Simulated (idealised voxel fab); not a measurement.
Title: Process Module voxel wiring stack
In the cross-section labelled cut, the width is 230 nm and each square cell is 5 nm.
Throughout this document, each cross-section is represented as a grid of square cells and is presented as a sequence of bands enumerated from the top downward, where a band comprises one or more rows of cells. Quick guide to a band line: top height, bottom height (nm) up front; then every material left to right with its width in nm. Only one material and it's marked "everywhere"? Then it fills the band edge to edge. And "air" just means empty space. The reference from which all heights are counted is 0, the level beneath which the as-received wafer is entirely one material; the lowest band, having no lower bound, proceeds downward and is written after the example "z 0 and below". You'd read "30->40" like this: the band's top row of cells is as wide as the first number, its bottom row is as wide as the second, and going down, every row changes width by the same amount as the row before did. Step note "no alteration" = no cross-section cell changed. Entry "Enclosed void listing" = empty spaces >= 8 cells with no open way to the top; each as width x height at distance, distance from left edge, all nm. What comes after the settings on a step's line is commentary from the simulator itself on that step. On any step carrying a mask, the "overlay nm" setting, if present on the step's line, tells how far right of its planned place the mask lay; negative values point to the left.
## The process steps that were planned are listed below
1. RECEIVE, material Si
2. CONFORMAL_DEP, material SiO2, thk nm 10
3. DIRECTIONAL_DEP, material TiN, thk nm 5
4. DIRECTIONAL_DEP, material W, thk nm 20
5. DIRECTIONAL_DEP, material aC, thk nm 10
6. PATTERN, tone cover, mask id METAL_1, material resist, width nm 25, pitch nm 55, thk nm 30, overlay nm 0
7. DIRECTIONAL_ETCH, etch materials aC, depth nm 10
8. STRIP, etch materials resist
9. DIRECTIONAL_ETCH, etch materials W, depth nm 20
10. DIRECTIONAL_ETCH, etch materials TiN, depth nm 5
11. STRIP, etch materials aC
12. CONFORMAL_DEP, material SiN, thk nm 5
13. FILL_DEP, material lowk, thk nm 5
14. CMP, height nm 35
15. CONFORMAL_DEP, material SiCN, thk nm 5
16. DIRECTIONAL_DEP, material lowk, thk nm 30
17. DIRECTIONAL_DEP, material aC, thk nm 15
18. PATTERN, tone open, mask id METAL_2_HOLES, material resist, width nm 15, pitch nm 110, thk nm 35, overlay nm 0
19. DIRECTIONAL_ETCH, etch materials aC, depth nm 15
20. STRIP, etch materials resist
21. DIRECTIONAL_ETCH, etch materials lowk, depth nm 30
22. STRIP, etch materials aC
23. DIRECTIONAL_DEP, material aC, thk nm 10
24. PATTERN, tone open, mask id METAL_2, material resist, width nm 25, pitch nm 55, thk nm 25, overlay nm 0
25. DIRECTIONAL_ETCH, etch materials aC, depth nm 10
26. STRIP, etch materials resist
27. DIRECTIONAL_ETCH, etch materials lowk, depth nm 20
28. DIRECTIONAL_ETCH, etch materials SiCN, depth nm 5
29. STRIP, etch materials aC
30. CONFORMAL_DEP, material TiN, thk nm 5
31. FILL_DEP, material Cu, thk nm 10
32. CMP, height nm 70
33. CONFORMAL_DEP, material SiCN, thk nm 5
34. DIRECTIONAL_DEP, material SiO2, thk nm 30
35. MASKED_ETCH, tone open, mask id METAL_3_HOLES, width nm 15, pitch nm 110, etch materials SiO2, depth nm 30, overlay nm 0
36. PATTERN, tone open, mask id METAL_3, material resist, width nm 25, pitch nm 55, thk nm 15, overlay nm 0
37. DIRECTIONAL_ETCH, etch materials SiO2, depth nm 15
38. DIRECTIONAL_ETCH, etch materials SiCN, depth nm 5
39. STRIP, etch materials resist
40. CONFORMAL_DEP, material TiN, thk nm 5
41. FILL_DEP, material Cu, thk nm 10
42. CMP, height nm 105
43. CONFORMAL_DEP, material SiCN, thk nm 5
44. DIRECTIONAL_DEP, material SiO2, thk nm 15
45. PATTERN, tone open, mask id PLUG_3, material resist, width nm 15, pitch nm 55, thk nm 15, overlay nm 0
46. DIRECTIONAL_ETCH, etch materials SiO2, depth nm 15
47. DIRECTIONAL_ETCH, etch materials SiCN, depth nm 5
48. STRIP, etch materials resist
49. EPI, material Ru, thk nm 10
50. EPI, material Ru, thk nm 10
51. DIRECTIONAL_DEP, material TiN, thk nm 5
52. DIRECTIONAL_DEP, material Ru, thk nm 20
53. DIRECTIONAL_DEP, material aC, thk nm 15
54. PATTERN, tone cover, mask id METAL_4, material resist, width nm 25, pitch nm 55, thk nm 35, overlay nm 0
55. DIRECTIONAL_ETCH, etch materials aC, depth nm 15
56. STRIP, etch materials resist
57. DIRECTIONAL_ETCH, etch materials Ru, depth nm 20
58. DIRECTIONAL_ETCH, etch materials TiN, depth nm 5
59. STRIP, etch materials aC
60. CONFORMAL_DEP, material SiCN, thk nm 5
61. FILL_DEP, material lowk, thk nm 5
62. CMP, height nm 150
63. CONFORMAL_DEP, material SiCN, thk nm 5
## first wafer, as planned
## The cross-section here shows the wafer as received, i.e. in its state after step 1
* z 0 and below: Si everywhere
* Enclosed void listing: none
## Step 2 complete: cross-section through the wafer
* z 10 to 0: SiO2 everywhere
* Note: structure below 0 unchanged.
## Step 3 complete: cross-section through the wafer
* z 15 to 10: TiN everywhere
* Note: structure below 10 unchanged.
## Step 4 complete: cross-section through the wafer
* z 35 to 15: W everywhere
* Note: structure below 15 unchanged.
## Step 5 complete: cross-section through the wafer
* z 45 to 35: aC everywhere
* Note: structure below 35 unchanged.
## Step 6 complete: cross-section through the wafer
* z 75 to 45: air: 20, resist: 25, air: 30, resist: 25, air: 30, resist: 25, air: 30, resist: 25, air: 20
* Note: structure below 45 unchanged.
## Step 7 complete: cross-section through the wafer
* z 65 to 45: air: 20, resist: 25, air: 30, resist: 25, air: 30, resist: 25, air: 30, resist: 25, air: 20
* z 45 to 35: air: 20, aC: 25, air: 30, aC: 25, air: 30, aC: 25, air: 30, aC: 25, air: 20
* Note: structure below 35 unchanged.
## Step 8 complete: cross-section through the wafer
* z 45 to 35: air: 20, aC: 25, air: 30, aC: 25, air: 30, aC: 25, air: 30, aC: 25, air: 20
* Note: structure below 35 unchanged.
## Step 9 complete: cross-section through the wafer
* z 45 to 35: air: 20, aC: 25, air: 30, aC: 25, air: 30, aC: 25, air: 30, aC: 25, air: 20
* z 35 to 15: air: 20, W: 25, air: 30, W: 25, air: 30, W: 25, air: 30, W: 25, air: 20
* Note: structure below 15 unchanged.
## Step 10 complete: cross-section through the wafer
* z 45 to 35: air: 20, aC: 25, air: 30, aC: 25, air: 30, aC: 25, air: 30, aC: 25, air: 20
* z 35 to 15: air: 20, W: 25, air: 30, W: 25, air: 30, W: 25, air: 30, W: 25, air: 20
* z 15 to 10: air: 20, TiN: 25, air: 30, TiN: 25, air: 30, TiN: 25, air: 30, TiN: 25, air: 20
* Note: structure below 10 unchanged.
## Step 11 complete: cross-section through the wafer
* z 35 to 15: air: 20, W: 25, air: 30, W: 25, air: 30, W: 25, air: 30, W: 25, air: 20
* Note: structure below 15 unchanged.
## Step 12 complete: cross-section through the wafer
* z 40 to 35: air: 15, SiN: 35, air: 20, SiN: 35, air: 20, SiN: 35, air: 20, SiN: 35, air: 15
* z 35 to 15: air: 15, SiN: 5, W: 25, SiN: 5, air: 20, SiN: 5, W: 25, SiN: 5, air: 20, SiN: 5, W: 25, SiN: 5, air: 20, SiN: 5, W: 25, SiN: 5, air: 15
* z 15 to 10: SiN: 20, TiN: 25, SiN: 30, TiN: 25, SiN: 30, TiN: 25, SiN: 30, TiN: 25, SiN: 20
* Note: structure below 10 unchanged.
## Step 13 complete: cross-section through the wafer
* z 45 to 40: lowk everywhere
* z 40 to 35: lowk: 15, SiN: 35, lowk: 20, SiN: 35, lowk: 20, SiN: 35, lowk: 20, SiN: 35, lowk: 15
* z 35 to 15: lowk: 15, SiN: 5, W: 25, SiN: 5, lowk: 20, SiN: 5, W: 25, SiN: 5, lowk: 20, SiN: 5, W: 25, SiN: 5, lowk: 20, SiN: 5, W: 25, SiN: 5, lowk: 15
* Note: structure below 15 unchanged.
## Step 14 complete: cross-section through the wafer
* z 35 to 15: lowk: 15, SiN: 5, W: 25, SiN: 5, lowk: 20, SiN: 5, W: 25, SiN: 5, lowk: 20, SiN: 5, W: 25, SiN: 5, lowk: 20, SiN: 5, W: 25, SiN: 5, lowk: 15
* Note: structure below 15 unchanged.
## Step 15 complete: cross-section through the wafer
* z 40 to 35: SiCN everywhere
* Note: structure below 35 unchanged.
## Step 16 complete: cross-section through the wafer
* z 70 to 40: lowk everywhere
* Note: structure below 40 unchanged.
## Step 17 complete: cross-section through the wafer
* z 85 to 70: aC everywhere
* Note: structure below 70 unchanged.
## Step 18 complete: cross-section through the wafer
* z 120 to 85: resist: 20, air: 15, resist: 95, air: 15, resist: 85
* Note: structure below 85 unchanged.
## Step 19 complete: cross-section through the wafer
* z 105 to 85: resist: 20, air: 15, resist: 95, air: 15, resist: 85
* z 85 to 70: aC: 20, air: 15, aC: 95, air: 15, aC: 85
* Note: structure below 70 unchanged.
## Step 20 complete: cross-section through the wafer
* z 85 to 70: aC: 20, air: 15, aC: 95, air: 15, aC: 85
* Note: structure below 70 unchanged.
## Step 21 complete: cross-section through the wafer
* z 85 to 70: aC: 20, air: 15, aC: 95, air: 15, aC: 85
* z 70 to 40: lowk: 20, air: 15, lowk: 95, air: 15, lowk: 85
* Note: structure below 40 unchanged.
## Step 22 complete: cross-section through the wafer
* z 70 to 40: lowk: 20, air: 15, lowk: 95, air: 15, lowk: 85
* Note: structure below 40 unchanged.
## Step 23 complete: cross-section through the wafer
* z 80 to 70: aC: 20, air: 15, aC: 95, air: 15, aC: 85
* z 70 to 50: lowk: 20, air: 15, lowk: 95, air: 15, lowk: 85
* z 50 to 40: lowk: 20, aC: 15, lowk: 95, aC: 15, lowk: 85
* Note: structure below 40 unchanged.
## Step 24 complete: cross-section through the wafer
* z 105 to 80: resist: 20, air: 25, resist: 30, air: 25, resist: 30, air: 25, resist: 30, air: 25, resist: 20
* Note: structure below 80 unchanged.
## Step 25 complete: cross-section through the wafer
* z 95 to 80: resist: 20, air: 25, resist: 30, air: 25, resist: 30, air: 25, resist: 30, air: 25, resist: 20
* z 80 to 70: aC: 20, air: 25, aC: 30, air: 25, aC: 30, air: 25, aC: 30, air: 25, aC: 20
* z 70 to 40: lowk: 20, air: 15, lowk: 95, air: 15, lowk: 85
* Note: structure below 40 unchanged.
## Step 26 complete: cross-section through the wafer
* z 80 to 70: aC: 20, air: 25, aC: 30, air: 25, aC: 30, air: 25, aC: 30, air: 25, aC: 20
* Note: structure below 70 unchanged.
## Step 27 complete: cross-section through the wafer
* z 80 to 70: aC: 20, air: 25, aC: 30, air: 25, aC: 30, air: 25, aC: 30, air: 25, aC: 20
* z 70 to 50: lowk: 20, air: 25, lowk: 30, air: 25, lowk: 30, air: 25, lowk: 30, air: 25, lowk: 20
* Note: structure below 50 unchanged.
## Step 28 complete: cross-section through the wafer
* z 80 to 70: aC: 20, air: 25, aC: 30, air: 25, aC: 30, air: 25, aC: 30, air: 25, aC: 20
* z 70 to 50: lowk: 20, air: 25, lowk: 30, air: 25, lowk: 30, air: 25, lowk: 30, air: 25, lowk: 20
* z 50 to 40: lowk: 20, air: 15, lowk: 95, air: 15, lowk: 85
* z 40 to 35: SiCN: 20, air: 15, SiCN: 95, air: 15, SiCN: 85
* Note: structure below 35 unchanged.
## Step 29 complete: cross-section through the wafer
* z 70 to 50: lowk: 20, air: 25, lowk: 30, air: 25, lowk: 30, air: 25, lowk: 30, air: 25, lowk: 20
* Note: structure below 50 unchanged.
## Step 30 complete: cross-section through the wafer
* z 75 to 70: TiN: 25, air: 15, TiN: 40, air: 15, TiN: 40, air: 15, TiN: 40, air: 15, TiN: 25
* z 70 to 55: lowk: 20, TiN: 5, air: 15, TiN: 5, lowk: 30, TiN: 5, air: 15, TiN: 5, lowk: 30, TiN: 5, air: 15, TiN: 5, lowk: 30, TiN: 5, air: 15, TiN: 5, lowk: 20
* z 55 to 50: lowk: 20, TiN: 5, air: 5, TiN: 15, lowk: 30, TiN: 25, lowk: 30, TiN: 5, air: 5, TiN: 15, lowk: 30, TiN: 25, lowk: 20
* z 50 to 40: lowk: 20, TiN: 5, air: 5, TiN: 5, lowk: 95, TiN: 5, air: 5, TiN: 5, lowk: 85
* z 40 to 35: SiCN: 20, TiN: 15, SiCN: 95, TiN: 15, SiCN: 85
* Note: structure below 35 unchanged.
## Step 31 complete: cross-section through the wafer
* z 85 to 75: Cu everywhere
* z 75 to 70: TiN: 25, Cu: 15, TiN: 40, Cu: 15, TiN: 40, Cu: 15, TiN: 40, Cu: 15, TiN: 25
* z 70 to 55: lowk: 20, TiN: 5, Cu: 15, TiN: 5, lowk: 30, TiN: 5, Cu: 15, TiN: 5, lowk: 30, TiN: 5, Cu: 15, TiN: 5, lowk: 30, TiN: 5, Cu: 15, TiN: 5, lowk: 20
* z 55 to 50: lowk: 20, TiN: 5, Cu: 5, TiN: 15, lowk: 30, TiN: 25, lowk: 30, TiN: 5, Cu: 5, TiN: 15, lowk: 30, TiN: 25, lowk: 20
* z 50 to 40: lowk: 20, TiN: 5, Cu: 5, TiN: 5, lowk: 95, TiN: 5, Cu: 5, TiN: 5, lowk: 85
* Note: structure below 40 unchanged.
## Step 32 complete: cross-section through the wafer
* z 70 to 55: lowk: 20, TiN: 5, Cu: 15, TiN: 5, lowk: 30, TiN: 5, Cu: 15, TiN: 5, lowk: 30, TiN: 5, Cu: 15, TiN: 5, lowk: 30, TiN: 5, Cu: 15, TiN: 5, lowk: 20
* Note: structure below 55 unchanged.
## Step 33 complete: cross-section through the wafer
* z 75 to 70: SiCN everywhere
* Note: structure below 70 unchanged.
## Step 34 complete: cross-section through the wafer
* z 105 to 75: SiO2 everywhere
* Note: structure below 75 unchanged.
## Step 35 complete: cross-section through the wafer
* z 105 to 75: SiO2: 20, air: 15, SiO2: 95, air: 15, SiO2: 85
* Note: structure below 75 unchanged.
## Step 36 complete: cross-section through the wafer
* z 120 to 105: resist: 20, air: 25, resist: 30, air: 25, resist: 30, air: 25, resist: 30, air: 25, resist: 20
* Note: structure below 105 unchanged.
## Step 37 complete: cross-section through the wafer
* z 120 to 105: resist: 20, air: 25, resist: 30, air: 25, resist: 30, air: 25, resist: 30, air: 25, resist: 20
* z 105 to 90: SiO2: 20, air: 25, SiO2: 30, air: 25, SiO2: 30, air: 25, SiO2: 30, air: 25, SiO2: 20
* Note: structure below 90 unchanged.
## Step 38 complete: cross-section through the wafer
* z 120 to 105: resist: 20, air: 25, resist: 30, air: 25, resist: 30, air: 25, resist: 30, air: 25, resist: 20
* z 105 to 90: SiO2: 20, air: 25, SiO2: 30, air: 25, SiO2: 30, air: 25, SiO2: 30, air: 25, SiO2: 20
* z 90 to 75: SiO2: 20, air: 15, SiO2: 95, air: 15, SiO2: 85
* z 75 to 70: SiCN: 20, air: 15, SiCN: 95, air: 15, SiCN: 85
* Note: structure below 70 unchanged.
## Step 39 complete: cross-section through the wafer
* z 105 to 90: SiO2: 20, air: 25, SiO2: 30, air: 25, SiO2: 30, air: 25, SiO2: 30, air: 25, SiO2: 20
* Note: structure below 90 unchanged.
## Step 40 complete: cross-section through the wafer
* z 110 to 105: TiN: 25, air: 15, TiN: 40, air: 15, TiN: 40, air: 15, TiN: 40, air: 15, TiN: 25
* z 105 to 95: SiO2: 20, TiN: 5, air: 15, TiN: 5, SiO2: 30, TiN: 5, air: 15, TiN: 5, SiO2: 30, TiN: 5, air: 15, TiN: 5, SiO2: 30, TiN: 5, air: 15, TiN: 5, SiO2: 20
* z 95 to 90: SiO2: 20, TiN: 5, air: 5, TiN: 15, SiO2: 30, TiN: 25, SiO2: 30, TiN: 5, air: 5, TiN: 15, SiO2: 30, TiN: 25, SiO2: 20
* z 90 to 75: SiO2: 20, TiN: 5, air: 5, TiN: 5, SiO2: 95, TiN: 5, air: 5, TiN: 5, SiO2: 85
* z 75 to 70: SiCN: 20, TiN: 15, SiCN: 95, TiN: 15, SiCN: 85
* Note: structure below 70 unchanged.
## Step 41 complete: cross-section through the wafer
* z 120 to 110: Cu everywhere
* z 110 to 105: TiN: 25, Cu: 15, TiN: 40, Cu: 15, TiN: 40, Cu: 15, TiN: 40, Cu: 15, TiN: 25
* z 105 to 95: SiO2: 20, TiN: 5, Cu: 15, TiN: 5, SiO2: 30, TiN: 5, Cu: 15, TiN: 5, SiO2: 30, TiN: 5, Cu: 15, TiN: 5, SiO2: 30, TiN: 5, Cu: 15, TiN: 5, SiO2: 20
* z 95 to 90: SiO2: 20, TiN: 5, Cu: 5, TiN: 15, SiO2: 30, TiN: 25, SiO2: 30, TiN: 5, Cu: 5, TiN: 15, SiO2: 30, TiN: 25, SiO2: 20
* z 90 to 75: SiO2: 20, TiN: 5, Cu: 5, TiN: 5, SiO2: 95, TiN: 5, Cu: 5, TiN: 5, SiO2: 85
* Note: structure below 75 unchanged.
## Step 42 complete: cross-section through the wafer
* z 105 to 95: SiO2: 20, TiN: 5, Cu: 15, TiN: 5, SiO2: 30, TiN: 5, Cu: 15, TiN: 5, SiO2: 30, TiN: 5, Cu: 15, TiN: 5, SiO2: 30, TiN: 5, Cu: 15, TiN: 5, SiO2: 20
* Note: structure below 95 unchanged.
## Step 43 complete: cross-section through the wafer
* z 110 to 105: SiCN everywhere
* Note: structure below 105 unchanged.
## Step 44 complete: cross-section through the wafer
* z 125 to 110: SiO2 everywhere
* Note: structure below 110 unchanged.
## Step 45 complete: cross-section through the wafer
* z 140 to 125: resist: 20, air: 15, resist: 40, air: 15, resist: 40, air: 15, resist: 40, air: 15, resist: 30
* Note: structure below 125 unchanged.
## Step 46 complete: cross-section through the wafer
* z 140 to 125: resist: 20, air: 15, resist: 40, air: 15, resist: 40, air: 15, resist: 40, air: 15, resist: 30
* z 125 to 110: SiO2: 20, air: 15, SiO2: 40, air: 15, SiO2: 40, air: 15, SiO2: 40, air: 15, SiO2: 30
* Note: structure below 110 unchanged.
## Step 47 complete: cross-section through the wafer
* z 140 to 125: resist: 20, air: 15, resist: 40, air: 15, resist: 40, air: 15, resist: 40, air: 15, resist: 30
* z 125 to 110: SiO2: 20, air: 15, SiO2: 40, air: 15, SiO2: 40, air: 15, SiO2: 40, air: 15, SiO2: 30
* z 110 to 105: SiCN: 20, air: 15, SiCN: 40, air: 15, SiCN: 40, air: 15, SiCN: 40, air: 15, SiCN: 30
* Note: structure below 105 unchanged.
## Step 48 complete: cross-section through the wafer
* z 125 to 110: SiO2: 20, air: 15, SiO2: 40, air: 15, SiO2: 40, air: 15, SiO2: 40, air: 15, SiO2: 30
* Note: structure below 110 unchanged.
## Step 49 complete: cross-section through the wafer
* z 125 to 115: SiO2: 20, air: 15, SiO2: 40, air: 15, SiO2: 40, air: 15, SiO2: 40, air: 15, SiO2: 30
* z 115 to 110: SiO2: 20, Ru: 15, SiO2: 40, Ru: 15, SiO2: 40, Ru: 15, SiO2: 40, Ru: 15, SiO2: 30
* z 110 to 105: SiCN: 20, Ru: 15, SiCN: 40, Ru: 15, SiCN: 40, Ru: 15, SiCN: 40, Ru: 15, SiCN: 30
* Note: structure below 105 unchanged.
## Step 50 complete: cross-section through the wafer
* z 125 to 110: SiO2: 20, Ru: 15, SiO2: 40, Ru: 15, SiO2: 40, Ru: 15, SiO2: 40, Ru: 15, SiO2: 30
* Note: structure below 110 unchanged.
## Step 51 complete: cross-section through the wafer
* z 130 to 125: TiN everywhere
* Note: structure below 125 unchanged.
## Step 52 complete: cross-section through the wafer
* z 150 to 130: Ru everywhere
* Note: structure below 130 unchanged.
## Step 53 complete: cross-section through the wafer
* z 165 to 150: aC everywhere
* Note: structure below 150 unchanged.
## Step 54 complete: cross-section through the wafer
* z 200 to 165: air: 20, resist: 25, air: 30, resist: 25, air: 30, resist: 25, air: 30, resist: 25, air: 20
* Note: structure below 165 unchanged.
## Step 55 complete: cross-section through the wafer
* z 185 to 165: air: 20, resist: 25, air: 30, resist: 25, air: 30, resist: 25, air: 30, resist: 25, air: 20
* z 165 to 150: air: 20, aC: 25, air: 30, aC: 25, air: 30, aC: 25, air: 30, aC: 25, air: 20
* Note: structure below 150 unchanged.
## Step 56 complete: cross-section through the wafer
* z 165 to 150: air: 20, aC: 25, air: 30, aC: 25, air: 30, aC: 25, air: 30, aC: 25, air: 20
* Note: structure below 150 unchanged.
## Step 57 complete: cross-section through the wafer
* z 165 to 150: air: 20, aC: 25, air: 30, aC: 25, air: 30, aC: 25, air: 30, aC: 25, air: 20
* z 150 to 130: air: 20, Ru: 25, air: 30, Ru: 25, air: 30, Ru: 25, air: 30, Ru: 25, air: 20
* Note: structure below 130 unchanged.
## Step 58 complete: cross-section through the wafer
* z 165 to 150: air: 20, aC: 25, air: 30, aC: 25, air: 30, aC: 25, air: 30, aC: 25, air: 20
* z 150 to 130: air: 20, Ru: 25, air: 30, Ru: 25, air: 30, Ru: 25, air: 30, Ru: 25, air: 20
* z 130 to 125: air: 20, TiN: 25, air: 30, TiN: 25, air: 30, TiN: 25, air: 30, TiN: 25, air: 20
* Note: structure below 125 unchanged.
## Step 59 complete: cross-section through the wafer
* z 150 to 130: air: 20, Ru: 25, air: 30, Ru: 25, air: 30, Ru: 25, air: 30, Ru: 25, air: 20
* Note: structure below 130 unchanged.
## Step 60 complete: cross-section through the wafer
* z 155 to 150: air: 15, SiCN: 35, air: 20, SiCN: 35, air: 20, SiCN: 35, air: 20, SiCN: 35, air: 15
* z 150 to 130: air: 15, SiCN: 5, Ru: 25, SiCN: 5, air: 20, SiCN: 5, Ru: 25, SiCN: 5, air: 20, SiCN: 5, Ru: 25, SiCN: 5, air: 20, SiCN: 5, Ru: 25, SiCN: 5, air: 15
* z 130 to 125: SiCN: 20, TiN: 25, SiCN: 30, TiN: 25, SiCN: 30, TiN: 25, SiCN: 30, TiN: 25, SiCN: 20
* Note: structure below 125 unchanged.
## Step 61 complete: cross-section through the wafer
* z 160 to 155: lowk everywhere
* z 155 to 150: lowk: 15, SiCN: 35, lowk: 20, SiCN: 35, lowk: 20, SiCN: 35, lowk: 20, SiCN: 35, lowk: 15
* z 150 to 130: lowk: 15, SiCN: 5, Ru: 25, SiCN: 5, lowk: 20, SiCN: 5, Ru: 25, SiCN: 5, lowk: 20, SiCN: 5, Ru: 25, SiCN: 5, lowk: 20, SiCN: 5, Ru: 25, SiCN: 5, lowk: 15
* Note: structure below 130 unchanged.
## Step 62 complete: cross-section through the wafer
* z 150 to 130: lowk: 15, SiCN: 5, Ru: 25, SiCN: 5, lowk: 20, SiCN: 5, Ru: 25, SiCN: 5, lowk: 20, SiCN: 5, Ru: 25, SiCN: 5, lowk: 20, SiCN: 5, Ru: 25, SiCN: 5, lowk: 15
* Note: structure below 130 unchanged.
## Step 63 complete: cross-section through the wafer
* z 155 to 150: SiCN everywhere
* Note: structure below 150 unchanged.
## Second wafer, same starting state and plan as the first, one mistake in the run, identical through step 42
## Cross-sectional representation of the second wafer at the time designated in the plan for the completion of step 43
* z 120 to 105: SiO2 everywhere
* Note: structure below 105 unchanged.
## Cross-sectional representation of the second wafer at the time designated in the plan for the completion of step 44
* z 125 to 120: SiCN everywhere
* Note: structure below 120 unchanged.
## Cross-sectional representation of the second wafer at the time designated in the plan for the completion of step 45
* z 140 to 125: resist: 20, air: 15, resist: 40, air: 15, resist: 40, air: 15, resist: 40, air: 15, resist: 30
* Note: structure below 125 unchanged.
Cross-sectional representation of the second wafer at the time designated in the plan for the completion of step 46: no alteration
## Cross-sectional representation of the second wafer at the time designated in the plan for the completion of step 47
* z 140 to 125: resist: 20, air: 15, resist: 40, air: 15, resist: 40, air: 15, resist: 40, air: 15, resist: 30
* z 125 to 120: SiCN: 20, air: 15, SiCN: 40, air: 15, SiCN: 40, air: 15, SiCN: 40, air: 15, SiCN: 30
* Note: structure below 120 unchanged.
## Cross-sectional representation of the second wafer at the time designated in the plan for the completion of step 48
* z 125 to 120: SiCN: 20, air: 15, SiCN: 40, air: 15, SiCN: 40, air: 15, SiCN: 40, air: 15, SiCN: 30
* Note: structure below 120 unchanged.
Cross-sectional representation of the second wafer at the time designated in the plan for the completion of step 49: no alteration
Cross-sectional representation of the second wafer at the time designated in the plan for the completion of step 50: no alteration
## Cross-sectional representation of the second wafer at the time designated in the plan for the completion of step 51
* z 130 to 125: TiN: 20, air: 15, TiN: 40, air: 15, TiN: 40, air: 15, TiN: 40, air: 15, TiN: 30
* z 125 to 120: SiCN: 20, TiN: 15, SiCN: 40, TiN: 15, SiCN: 40, TiN: 15, SiCN: 40, TiN: 15, SiCN: 30
* Note: structure below 120 unchanged.
## Cross-sectional representation of the second wafer at the time designated in the plan for the completion of step 52
* z 150 to 145: Ru: 20, air: 15, Ru: 40, air: 15, Ru: 40, air: 15, Ru: 40, air: 15, Ru: 30
* z 145 to 130: Ru everywhere
* z 130 to 125: TiN: 20, Ru: 15, TiN: 40, Ru: 15, TiN: 40, Ru: 15, TiN: 40, Ru: 15, TiN: 30
* Note: structure below 125 unchanged.
## Cross-sectional representation of the second wafer at the time designated in the plan for the completion of step 53
* z 165 to 160: aC: 20, air: 15, aC: 40, air: 15, aC: 40, air: 15, aC: 40, air: 15, aC: 30
* z 160 to 150: aC everywhere
* z 150 to 145: Ru: 20, aC: 15, Ru: 40, aC: 15, Ru: 40, aC: 15, Ru: 40, aC: 15, Ru: 30
* Note: structure below 145 unchanged.
## Cross-sectional representation of the second wafer at the time designated in the plan for the completion of step 54
* z 200 to 165: air: 20, resist: 25, air: 30, resist: 25, air: 30, resist: 25, air: 30, resist: 25, air: 20
* z 165 to 160: aC: 20, resist: 15, aC: 40, resist: 15, aC: 40, resist: 15, aC: 40, resist: 15, aC: 30
* Note: structure below 160 unchanged.
## Cross-sectional representation of the second wafer at the time designated in the plan for the completion of step 55
* z 185 to 165: air: 20, resist: 25, air: 30, resist: 25, air: 30, resist: 25, air: 30, resist: 25, air: 20
* z 165 to 160: air: 20, resist: 15, aC: 10, air: 30, resist: 15, aC: 10, air: 30, resist: 15, aC: 10, air: 30, resist: 15, aC: 10, air: 20
* z 160 to 150: air: 20, aC: 25, air: 30, aC: 25, air: 30, aC: 25, air: 30, aC: 25, air: 20
* Note: structure below 150 unchanged.
## Cross-sectional representation of the second wafer at the time designated in the plan for the completion of step 56
* z 165 to 160: air: 35, aC: 10, air: 45, aC: 10, air: 45, aC: 10, air: 45, aC: 10, air: 20
* Note: structure below 160 unchanged.
## Cross-sectional representation of the second wafer at the time designated in the plan for the completion of step 57
* z 165 to 160: air: 35, aC: 10, air: 45, aC: 10, air: 45, aC: 10, air: 45, aC: 10, air: 20
* z 160 to 150: air: 20, aC: 25, air: 30, aC: 25, air: 30, aC: 25, air: 30, aC: 25, air: 20
* z 150 to 145: air: 20, aC: 15, Ru: 10, air: 30, aC: 15, Ru: 10, air: 30, aC: 15, Ru: 10, air: 30, aC: 15, Ru: 10, air: 20
* z 145 to 130: air: 20, Ru: 25, air: 30, Ru: 25, air: 30, Ru: 25, air: 30, Ru: 25, air: 20
* Note: structure below 130 unchanged.
## Cross-sectional representation of the second wafer at the time designated in the plan for the completion of step 58
* z 165 to 160: air: 35, aC: 10, air: 45, aC: 10, air: 45, aC: 10, air: 45, aC: 10, air: 20
* z 160 to 150: air: 20, aC: 25, air: 30, aC: 25, air: 30, aC: 25, air: 30, aC: 25, air: 20
* z 150 to 145: air: 20, aC: 15, Ru: 10, air: 30, aC: 15, Ru: 10, air: 30, aC: 15, Ru: 10, air: 30, aC: 15, Ru: 10, air: 20
* z 145 to 130: air: 20, Ru: 25, air: 30, Ru: 25, air: 30, Ru: 25, air: 30, Ru: 25, air: 20
* z 130 to 125: air: 20, Ru: 15, TiN: 10, air: 30, Ru: 15, TiN: 10, air: 30, Ru: 15, TiN: 10, air: 30, Ru: 15, TiN: 10, air: 20
* Note: structure below 125 unchanged.
## Cross-sectional representation of the second wafer at the time designated in the plan for the completion of step 59
* z 150 to 145: air: 35, Ru: 10, air: 45, Ru: 10, air: 45, Ru: 10, air: 45, Ru: 10, air: 20
* Note: structure below 145 unchanged.
## Cross-sectional representation of the second wafer at the time designated in the plan for the completion of step 60
* z 155 to 150: air: 30, SiCN: 20, air: 35, SiCN: 20, air: 35, SiCN: 20, air: 35, SiCN: 20, air: 15
* z 150 to 145: air: 15, SiCN: 20, Ru: 10, SiCN: 5, air: 20, SiCN: 20, Ru: 10, SiCN: 5, air: 20, SiCN: 20, Ru: 10, SiCN: 5, air: 20, SiCN: 20, Ru: 10, SiCN: 5, air: 15
* z 145 to 130: air: 15, SiCN: 5, Ru: 25, SiCN: 5, air: 20, SiCN: 5, Ru: 25, SiCN: 5, air: 20, SiCN: 5, Ru: 25, SiCN: 5, air: 20, SiCN: 5, Ru: 25, SiCN: 5, air: 15
* z 130 to 125: SiCN: 20, Ru: 15, TiN: 10, SiCN: 30, Ru: 15, TiN: 10, SiCN: 30, Ru: 15, TiN: 10, SiCN: 30, Ru: 15, TiN: 10, SiCN: 20
* Note: structure below 125 unchanged.
## Cross-sectional representation of the second wafer at the time designated in the plan for the completion of step 61
* z 160 to 155: lowk everywhere
* z 155 to 150: lowk: 30, SiCN: 20, lowk: 35, SiCN: 20, lowk: 35, SiCN: 20, lowk: 35, SiCN: 20, lowk: 15
* z 150 to 145: lowk: 15, SiCN: 20, Ru: 10, SiCN: 5, lowk: 20, SiCN: 20, Ru: 10, SiCN: 5, lowk: 20, SiCN: 20, Ru: 10, SiCN: 5, lowk: 20, SiCN: 20, Ru: 10, SiCN: 5, lowk: 15
* z 145 to 130: lowk: 15, SiCN: 5, Ru: 25, SiCN: 5, lowk: 20, SiCN: 5, Ru: 25, SiCN: 5, lowk: 20, SiCN: 5, Ru: 25, SiCN: 5, lowk: 20, SiCN: 5, Ru: 25, SiCN: 5, lowk: 15
* Note: structure below 130 unchanged.
## Cross-sectional representation of the second wafer at the time designated in the plan for the completion of step 62
* z 150 to 145: lowk: 15, SiCN: 20, Ru: 10, SiCN: 5, lowk: 20, SiCN: 20, Ru: 10, SiCN: 5, lowk: 20, SiCN: 20, Ru: 10, SiCN: 5, lowk: 20, SiCN: 20, Ru: 10, SiCN: 5, lowk: 15
* Note: structure below 145 unchanged.
## Cross-sectional representation of the second wafer at the time designated in the plan for the completion of step 63
* z 155 to 150: SiCN everywhere
* Note: structure below 150 unchanged.
Run error: steps 43 and 44 were swapped
Final comparison by cell count, materials where the second wafer has more or fewer than the first: 48 fewer of Ru, 12 more of SiCN, 36 more of SiO2
